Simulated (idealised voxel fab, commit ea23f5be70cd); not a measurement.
The process module that follows is named voxel tone inversion.
Each square cell in cross-section cut measures 5 nm, and the section as a whole is 260 nm wide.
For the purposes of this document, a cross-section shall be understood as a grid of square cells, specified as bands listed in top-to-bottom order, each band consisting of one or more rows of cells. In this notation a band is specified by the heights of its top and bottom, in that order and in nm, after which its materials appear from left to right, each paired with its width in nm. The word "all across" attached to a single material means that material fills the band from edge to edge; the word "blank" stands for empty space. The level at which height equals 0 is the one under which the wafer, as it arrives, is entirely one material. No lower edge exists for the bottom band, which continues downward and is notated as in "top 0, no bottom". Width: "30->40" (first number = top row, second number = bottom row, same change from row to row of cells). Key: "no change" - step with no changed cell in the cross-section. Basically, "Closed void roster" tells you about the enclosed voids: empty spaces with no open way to the top, 8 cells or bigger, each written width x height at distance, where distance is from the left edge, all in nm. It should be noted that, on the line of a given step, the content following the step's settings is a remark produced by the simulator itself with respect to that step. Regarding "overlay nm": on a step with a mask, it is the distance the mask lay to the right of its planned place; a negative value places it to the left.
List of planned process steps:
1: RECEIVE, material Si
2: CONFORMAL_DEP, material SiCN, thk nm 5
3: DIRECTIONAL_DEP, material polySi, thk nm 20
4: PATTERN, tone cover, mask id POSTS, material resist, width nm 20, pitch nm 40, thk nm 25, overlay nm 0
5: DIRECTIONAL_ETCH, etch materials polySi, depth nm 20
6: STRIP, etch materials resist
7: FILL_DEP, material lowk, thk nm 10
8: CMP, height nm 25
9: STRIP, etch materials polySi
10: CONFORMAL_DEP, material TiN, thk nm 5
11: FILL_DEP, material W, thk nm 5
12: CMP, height nm 25
13: CONFORMAL_DEP, material SiN, thk nm 5
as received, after step 1:
top 0, no bottom | Si all across
Closed void roster: none
a wafer at the end: this start, this plan, one mistake:
top 30, bottom 25 | SiN all across
top 25, bottom 10 | lowk 105, then TiN 5, then W 5, then TiN 5, then lowk 25, then TiN 5, then W 5, then TiN 5, then lowk 100
top 10, bottom 5 | lowk 105, then TiN 15, then lowk 25, then TiN 15, then lowk 100
top 5, bottom 0 | SiCN all across
top 0, no bottom | Si all across
Closed void roster: none
The plan and the run diverged here: step 4 ran with different settings than intended, the actual operation and settings being PATTERN, tone cover, mask id POSTS, material resist, width nm 15, pitch nm 40, thk nm 25, overlay nm 0
